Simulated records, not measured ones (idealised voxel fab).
The name of this process module is voxel wiring stack.
For reference, the cross-section in this document is cut, with width 250 nm and square cells of 5 nm.
For the purposes of this document, a cross-section shall be understood as a grid of square cells, specified as bands listed in top-to-bottom order, each band consisting of one or more rows of cells.
A band entry consists of two parts. The first gives the height of the band's top and the height of its bottom, in nm. The rest lists the band's materials from left to right, each with its width in nm. A single material labelled with the word "all across" fills the band from edge to edge, and the word "blank" marks empty space.
Heads up on the height convention: 0 is the point under which the incoming wafer is all one material, and the lowest band has no bottom, it just keeps going down, like "0 down".
The width entry "30 to 40" should be interpreted row by row: the top row of cells in the band takes the first number, the bottom row takes the second number, and the change between adjacent rows is uniform throughout.
No cell of the cross-section changed in a step that is given as "no change occurred".
In the "Sealed internal cavities" entry, you get each enclosed empty space of 8 cells or more, one with no open way to the top, written width x height at distance, distance from the left edge, in nm.
Whatever follows a step's settings on its line is a remark the simulator itself makes about that step.
The line of a step may include "overlay nm". On a step with a mask, this value is how far to the right of its planned place the mask lay. A negative value means the mask lay to the left.
PLAN
1. RECEIVE with material Si
2. CONFORMAL_DEP with material SiO2, thk nm 10
3. DIRECTIONAL_DEP with material TiN, thk nm 5
4. DIRECTIONAL_DEP with material Ru, thk nm 15
5. DIRECTIONAL_DEP with material aC, thk nm 10
6. PATTERN with tone cover, mask id METAL_1, material resist, width nm 30, pitch nm 50, thk nm 25, overlay nm 0
7. DIRECTIONAL_ETCH with etch materials aC, depth nm 10
8. STRIP with etch materials resist
9. DIRECTIONAL_ETCH with etch materials Ru, depth nm 15
10. DIRECTIONAL_ETCH with etch materials TiN, depth nm 5
11. STRIP with etch materials aC
12. FILL_DEP with material SiO2, thk nm 5
13. CMP with height nm 30
14. CONFORMAL_DEP with material SiCN, thk nm 5
15. DIRECTIONAL_DEP with material lowk, thk nm 30
16. MASKED_ETCH with tone open, mask id METAL_2, width nm 30, pitch nm 50, etch materials lowk, depth nm 20, overlay nm 0
17. MASKED_ETCH with tone open, mask id METAL_2_HOLES, width nm 15, pitch nm 100, etch materials lowk, depth nm 10, overlay nm 0
18. MASKED_ETCH with tone open, mask id METAL_2_HOLES, width nm 15, pitch nm 100, etch materials SiCN, depth nm 5, overlay nm 0
19. CONFORMAL_DEP with material TiN, thk nm 5
20. FILL_DEP with material Ru, thk nm 5
21. CMP with height nm 65
22. CONFORMAL_DEP with material SiCN, thk nm 5
23. DIRECTIONAL_DEP with material lowk, thk nm 10
24. PATTERN with tone open, mask id PLUG_2, material resist, width nm 15, pitch nm 50, thk nm 20, overlay nm 0
25. DIRECTIONAL_ETCH with etch materials lowk, depth nm 10
26. DIRECTIONAL_ETCH with etch materials SiCN, depth nm 5
27. STRIP with etch materials resist
28. EPI with material Ru, thk nm 10
29. EPI with material Ru, thk nm 5
30. CONFORMAL_DEP with material SiCN, thk nm 5
31. DIRECTIONAL_DEP with material SiO2, thk nm 25
32. PATTERN with tone open, mask id METAL_3, material resist, width nm 30, pitch nm 50, thk nm 15, overlay nm 0
33. DIRECTIONAL_ETCH with etch materials SiO2, depth nm 25
34. DIRECTIONAL_ETCH with etch materials SiCN, depth nm 5
35. STRIP with etch materials resist
36. CONFORMAL_DEP with material TiN, thk nm 5
37. FILL_DEP with material Ru, thk nm 5
38. CMP with height nm 110
39. CONFORMAL_DEP with material SiN, thk nm 5
CROSS-SECTION OF THE INCOMING WAFER, STATE AFTER STEP 1
* 0 down | Si all across
* Sealed internal cavities: none
FIRST WAFER AT THE END, AS PLANNED
* 115 to 110 | SiN all across
* 110 to 85 | SiO2: 60 / TiN: 5 / Ru: 20 / TiN: 5 / SiO2: 20 / TiN: 5 / Ru: 20 / TiN: 5 / SiO2: 20 / TiN: 5 / Ru: 20 / TiN: 5 / SiO2: 60
* 85 to 80 | SiCN: 60 / TiN: 30 / SiCN: 20 / TiN: 30 / SiCN: 20 / TiN: 30 / SiCN: 60
* 80 to 70 | lowk: 60 / Ru: 15 / lowk: 35 / Ru: 15 / lowk: 35 / Ru: 15 / lowk: 75
* 70 to 65 | SiCN: 60 / Ru: 15 / SiCN: 35 / Ru: 15 / SiCN: 35 / Ru: 15 / SiCN: 75
* 65 to 50 | lowk: 60 / TiN: 5 / Ru: 20 / TiN: 5 / lowk: 20 / TiN: 5 / Ru: 20 / TiN: 5 / lowk: 20 / TiN: 5 / Ru: 20 / TiN: 5 / lowk: 60
* 50 to 45 | lowk: 60 / TiN: 5 / Ru: 5 / TiN: 20 / lowk: 20 / TiN: 30 / lowk: 20 / TiN: 5 / Ru: 5 / TiN: 20 / lowk: 60
* 45 to 35 | lowk: 60 / TiN: 5 / Ru: 5 / TiN: 5 / lowk: 85 / TiN: 5 / Ru: 5 / TiN: 5 / lowk: 75
* 35 to 30 | SiCN: 60 / TiN: 15 / SiCN: 85 / TiN: 15 / SiCN: 75
* 30 to 15 | SiO2: 60 / Ru: 30 / SiO2: 20 / Ru: 30 / SiO2: 20 / Ru: 30 / SiO2: 60
* 15 to 10 | SiO2: 60 / TiN: 30 / SiO2: 20 / TiN: 30 / SiO2: 20 / TiN: 30 / SiO2: 60
* 10 to 0 | SiO2 all across
* 0 down | Si all across
* Sealed internal cavities: none
SECOND WAFER CROSS-SECTION AT END OF MODULE - SHARED START AND PLAN WITH THE FIRST, ONE MISTAKE IN THE RUN
* 115 to 110 | SiN all across
* 110 to 85 | SiO2: 60 / TiN: 5 / Ru: 20 / TiN: 5 / SiO2: 20 / TiN: 5 / Ru: 20 / TiN: 5 / SiO2: 20 / TiN: 5 / Ru: 20 / TiN: 5 / SiO2: 60
* 85 to 80 | SiCN: 60 / TiN: 30 / SiCN: 20 / TiN: 30 / SiCN: 20 / TiN: 30 / SiCN: 60
* 80 to 70 | lowk: 55 / Ru: 15 / lowk: 35 / Ru: 15 / lowk: 35 / Ru: 15 / lowk: 80
* 70 to 65 | SiCN: 55 / Ru: 15 / SiCN: 35 / Ru: 15 / SiCN: 35 / Ru: 15 / SiCN: 80
* 65 to 50 | lowk: 60 / TiN: 5 / Ru: 20 / TiN: 5 / lowk: 20 / TiN: 5 / Ru: 20 / TiN: 5 / lowk: 20 / TiN: 5 / Ru: 20 / TiN: 5 / lowk: 60
* 50 to 45 | lowk: 60 / TiN: 5 / Ru: 5 / TiN: 20 / lowk: 20 / TiN: 30 / lowk: 20 / TiN: 5 / Ru: 5 / TiN: 20 / lowk: 60
* 45 to 35 | lowk: 60 / TiN: 5 / Ru: 5 / TiN: 5 / lowk: 85 / TiN: 5 / Ru: 5 / TiN: 5 / lowk: 75
* 35 to 30 | SiCN: 60 / TiN: 15 / SiCN: 85 / TiN: 15 / SiCN: 75
* 30 to 15 | SiO2: 60 / Ru: 30 / SiO2: 20 / Ru: 30 / SiO2: 20 / Ru: 30 / SiO2: 60
* 15 to 10 | SiO2: 60 / TiN: 30 / SiO2: 20 / TiN: 30 / SiO2: 20 / TiN: 30 / SiO2: 60
* 10 to 0 | SiO2 all across
* 0 down | Si all across
* Sealed internal cavities: none
Here's what went sideways: so step 24 ended up running with a different setting than we planned, it ran as PATTERN with tone open, mask id PLUG_2, material resist, width nm 15, pitch nm 50, thk nm 20, overlay nm -5
Comparing end states, the material composition by cell count is preserved from the first wafer to the second, while the locations of the cells are not.
